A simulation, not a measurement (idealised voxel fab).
The process module presented herein is designated voxel wiring stack.
Pictured: cross-section cut, 240 nm wide, on a grid of 5 nm square cells.
Cross-section spec: square-cell grid; bands listed top down; each band is one or more rows.
Look at the band entry: it leads with the top's height and the bottom's height in nm. Then it lists the materials left to right, with a width in nm for each. The word "all across" on a single material says that material fills the band edge to edge. The word "empty" is empty space.
We count height from 0. Below that, the starting wafer is all one material. The lowest band never ends at the bottom but goes on down; see "from 0 down" for how that is written.
When a width is written as two numbers, as in "30..40", the first number is the width in the top row of cells of the band and the second is the width in its bottom row, and the width changes by the same amount from each row to the next.
Basically "remained the same" means that step didn't change any cell in the cross-section.
Enclosed voids (no open way to top), threshold 8 cells or more, entry "Closed empty spaces", notation width x height at distance, distance from left edge, nm.
If you see something after the settings on a step's line, that's the simulator's own remark about that step.
overlay nm: where the mask lay relative to plan, measured to the right, on steps with a mask; negatives go left.
Planned step list for the process
1) RECEIVE: material Si
2) CONFORMAL_DEP: material SiO2, thk nm 10
3) DIRECTIONAL_DEP: material TiN, thk nm 5
4) DIRECTIONAL_DEP: material W, thk nm 25
5) DIRECTIONAL_DEP: material aC, thk nm 15
6) PATTERN: tone cover, mask id METAL_1, material resist, width nm 25, pitch nm 40, thk nm 30, overlay nm 0
7) DIRECTIONAL_ETCH: etch materials aC, depth nm 15
8) STRIP: etch materials resist
9) DIRECTIONAL_ETCH: etch materials W, depth nm 25
10) DIRECTIONAL_ETCH: etch materials TiN, depth nm 5
11) STRIP: etch materials aC
12) CONFORMAL_DEP: material SiCN, thk nm 5
13) FILL_DEP: material lowk, thk nm 5
14) CMP: height nm 40
15) CONFORMAL_DEP: material SiCN, thk nm 5
16) DIRECTIONAL_DEP: material SiO2, thk nm 20
17) MASKED_ETCH: tone open, mask id PLUG_1, width nm 15, pitch nm 80, etch materials SiO2, depth nm 20, overlay nm 0
18) MASKED_ETCH: tone open, mask id PLUG_1, width nm 15, pitch nm 80, etch materials SiCN, depth nm 5, overlay nm 0
19) EPI: material Ru, thk nm 10
20) EPI: material Ru, thk nm 10
21) EPI: material Ru, thk nm 5
22) CONFORMAL_DEP: material SiN, thk nm 5
23) DIRECTIONAL_DEP: material lowk, thk nm 20
24) DIRECTIONAL_DEP: material aC, thk nm 15
25) PATTERN: tone open, mask id METAL_2, material resist, width nm 25, pitch nm 40, thk nm 35, overlay nm -15
26) DIRECTIONAL_ETCH: etch materials aC, depth nm 15
27) STRIP: etch materials resist
28) DIRECTIONAL_ETCH: etch materials lowk, depth nm 20
29) DIRECTIONAL_ETCH: etch materials SiN, depth nm 5
30) STRIP: etch materials aC
31) CONFORMAL_DEP: material TiN, thk nm 5
32) FILL_DEP: material Cu, thk nm 10
33) CMP: height nm 90
34) EPI: material Ru, thk nm 5
35) FILL_DEP: material SiCN, thk nm 5
The plan's step 25 overlay nm is the first wafer's value; the wafers differ in this setting and start identical.
Received wafers, first of several: cross-section after step 1
	from 0 down: Si all across
	Closed empty spaces: none
Wafer rows; end of module; cells per material since receipt: (+) gained, (-) lost; then closed voids
overlay nm -15; +48 Cu; +58 Ru; +178 SiCN; +28 SiN; +264 SiO2; +72 TiN; +100 W; +212 lowk; Closed empty spaces: none
overlay nm -10; +48 Cu; +58 Ru; +178 SiCN; +28 SiN; +264 SiO2; +72 TiN; +100 W; +212 lowk; Closed empty spaces: none
overlay nm -5; +48 Cu; +58 Ru; +178 SiCN; +28 SiN; +264 SiO2; +72 TiN; +100 W; +212 lowk; Closed empty spaces: none
overlay nm 0; +48 Cu; +58 Ru; +178 SiCN; +28 SiN; +264 SiO2; +72 TiN; +100 W; +212 lowk; Closed empty spaces: none
overlay nm 5; +48 Cu; +58 Ru; +178 SiCN; +28 SiN; +264 SiO2; +72 TiN; +100 W; +212 lowk; Closed empty spaces: none
overlay nm 10; +48 Cu; +58 Ru; +178 SiCN; +28 SiN; +264 SiO2; +72 TiN; +100 W; +212 lowk; Closed empty spaces: none
overlay nm 15; +48 Cu; +58 Ru; +178 SiCN; +28 SiN; +264 SiO2; +72 TiN; +100 W; +212 lowk; Closed empty spaces: none
